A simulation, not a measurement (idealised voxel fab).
A process module follows: voxel transistor to metal.
This is section cut - it's 260 nm across, gridded in 5 nm square cells.
For the purposes of this document, a cross-section shall be understood as a grid of square cells, specified as bands listed in top-to-bottom order, each band consisting of one or more rows of cells.
Basically the band line says how high the top is and how high the bottom is, in nm, and then what's in it from left to right, every material with its width in nm. Empty space shows up as "blank", and if a single material carries "edge to edge" it runs the full band edge to edge.
The level at which height equals 0 is the one under which the wafer, as it arrives, is entirely one material. No lower edge exists for the bottom band, which continues downward and is notated as in "top 0, no bottom".
With a width like "30 to 40", each row of cells in the band differs from the next by the same amount, the top row carrying the first number and the bottom row the second.
What does "nothing changed" mean for a step? It means no cell of the cross-section changed in that step.
"Sealed voids" contains a list of empty spaces, each no smaller than 8 cells and without an open way to the top, written in the form width x height at distance with the distance from the left edge and all three in nm.
Step line, after settings: the simulator's comment on this step.
You can add "overlay nm" to a step's line. For a step with a mask, it describes how far the mask lay to the right of its planned position, and a negative number describes a lay to the left.
PLANNED STEP LIST FOR THE PROCESS
1,RECEIVE [material Si]
2,OXIDIZE [depth nm 5]
3,CONFORMAL_DEP [material SiN] [thk nm 15]
4,DIRECTIONAL_DEP [material aC] [thk nm 10]
5,PATTERN [tone cover] [mask id ACTIVE] [material resist] [width nm 100] [pitch nm 125] [thk nm 30] [overlay nm 0]
6,DIRECTIONAL_ETCH [etch materials aC] [depth nm 10]
7,STRIP [etch materials resist]
8,DIRECTIONAL_ETCH [etch materials SiN] [depth nm 15]
9,DIRECTIONAL_ETCH [etch materials SiO2] [depth nm 5]
10,DIRECTIONAL_ETCH [etch materials Si] [depth nm 25]
11,STRIP [etch materials aC]
12,OXIDIZE [depth nm 5]
13,FILL_DEP [material SiO2] [thk nm 5]
14,CMP [height nm 15]
15,SELECTIVE_ETCH [etch materials SiO2] [depth nm 10]
16,STRIP [etch materials SiN]
17,SELECTIVE_ETCH [etch materials SiO2] [depth nm 5]
18,OXIDIZE [depth nm 5]
19,DIRECTIONAL_DEP [material polySi] [thk nm 20]
20,DIRECTIONAL_DEP [material SiCN] [thk nm 10]
21,DIRECTIONAL_DEP [material aC] [thk nm 15]
22,PATTERN [tone cover] [mask id GATE] [material resist] [width nm 20] [pitch nm 125] [thk nm 30] [overlay nm 0]
23,DIRECTIONAL_ETCH [etch materials aC] [depth nm 15]
24,STRIP [etch materials resist]
25,DIRECTIONAL_ETCH [etch materials SiCN] [depth nm 20]
26,DIRECTIONAL_ETCH [etch materials polySi] [depth nm 30]
27,STRIP [etch materials aC]
28,CONFORMAL_DEP [material SiO2] [thk nm 5]
29,DIRECTIONAL_ETCH [etch materials SiO2] [depth nm 5]
30,CONFORMAL_DEP [material SiN] [thk nm 5]
31,DIRECTIONAL_ETCH [etch materials SiN] [depth nm 5]
32,DIRECTIONAL_ETCH [etch materials SiO2] [depth nm 5]
33,DIRECTIONAL_ETCH [etch materials Si] [depth nm 15]
34,EPI [material nSi] [thk nm 20]
35,FILL_DEP [material SiO2] [thk nm 10]
36,CMP [height nm 25]
37,DIRECTIONAL_DEP [material SiO2] [thk nm 10]
38,DIRECTIONAL_DEP [material aC] [thk nm 10]
39,PATTERN [tone open] [mask id CONTACT] [material resist] [width nm 20] [thk nm 30] [overlay nm 0]
40,DIRECTIONAL_ETCH [etch materials aC] [depth nm 10]
41,STRIP [etch materials resist]
42,DIRECTIONAL_ETCH [etch materials SiO2] [depth nm 40]
43,STRIP [etch materials aC]
44,CONFORMAL_DEP [material TiN] [thk nm 5]
45,FILL_DEP [material W] [thk nm 5]
46,CMP [height nm 35]
47,DIRECTIONAL_DEP [material TiN] [thk nm 5]
48,DIRECTIONAL_DEP [material W] [thk nm 25]
49,MASKED_ETCH [tone cover] [mask id METAL_1] [width nm 20] [etch materials W] [depth nm 25] [overlay nm 0]
50,MASKED_ETCH [tone cover] [mask id METAL_1] [width nm 20] [etch materials TiN] [depth nm 5] [overlay nm 0]
51,FILL_DEP [material SiO2] [thk nm 10]
52,CMP [height nm 65]
53,CONFORMAL_DEP [material SiCN] [thk nm 5]
WAFER AT RECEIPT (POST STEP 1), CROSS-SECTION
top 0, no bottom = Si edge to edge
Sealed voids: none
POST-MODULE CROSS-SECTION: IDENTICAL START AND PLAN TO THOSE ABOVE, ONE MISSTEP IN EXECUTION
top 70, bottom 65 = SiCN edge to edge
top 65, bottom 40 = 20 SiO2  20 W  50 SiO2  20 W  35 SiO2  20 W  50 SiO2  20 W  25 SiO2
top 40, bottom 35 = 20 SiO2  30 TiN  40 SiO2  30 TiN  25 SiO2  30 TiN  40 SiO2  30 TiN  15 SiO2
top 35, bottom 25 = 20 SiO2  5 TiN  10 W  5 TiN  50 SiO2  5 TiN  10 W  5 TiN  35 SiO2  5 TiN  10 W  5 TiN  50 SiO2  5 TiN  10 W  5 TiN  25 SiO2
top 25, bottom 15 = 20 SiO2  5 TiN  10 W  5 TiN  5 SiO2  5 SiN  5 SiO2  20 SiCN  5 SiO2  5 SiN  5 SiO2  5 TiN  10 W  5 TiN  35 SiO2  5 TiN  10 W  5 TiN  5 SiO2  5 SiN  5 SiO2  20 SiCN  5 SiO2  5 SiN  5 SiO2  5 TiN  10 W  5 TiN  25 SiO2
top 15, bottom 10 = 20 SiO2  20 TiN  5 SiO2  5 SiN  5 SiO2  20 polySi  5 SiO2  5 SiN  5 SiO2  20 TiN  35 SiO2  20 TiN  5 SiO2  5 SiN  5 SiO2  20 polySi  5 SiO2  5 SiN  5 SiO2  20 TiN  25 SiO2
top 10, bottom 0 = 20 SiO2  5 TiN  20 nSi  5 SiN  5 SiO2  20 polySi  5 SiO2  5 SiN  20 nSi  5 TiN  35 SiO2  5 TiN  20 nSi  5 SiN  5 SiO2  20 polySi  5 SiO2  5 SiN  20 nSi  5 TiN  25 SiO2
top 0, bottom -5 = 15 SiO2  5 SiN  5 TiN  20 nSi  5 SiN  5 SiO2  20 polySi  5 SiO2  5 SiN  20 nSi  5 TiN  5 SiN  25 SiO2  5 SiN  5 TiN  20 nSi  5 SiN  5 SiO2  20 polySi  5 SiO2  5 SiN  20 nSi  5 TiN  5 SiN  20 SiO2
top -5, bottom -10 = 20 SiO2  25 nSi  40 SiO2  25 nSi  35 SiO2  25 nSi  40 SiO2  25 nSi  25 SiO2
top -10, bottom -25 = 20 SiO2  25 nSi  40 Si  25 nSi  35 SiO2  25 nSi  40 Si  25 nSi  25 SiO2
top -25, bottom -35 = 20 SiO2  90 Si  35 SiO2  90 Si  25 SiO2
top -35, no bottom = Si edge to edge
Sealed voids: none
Plan not followed: step 50 ran with different settings than intended, the actual operation and settings being MASKED_ETCH [tone cover] [mask id METAL_1] [width nm 20] [etch materials TiN] [depth nm 5] [overlay nm 10]
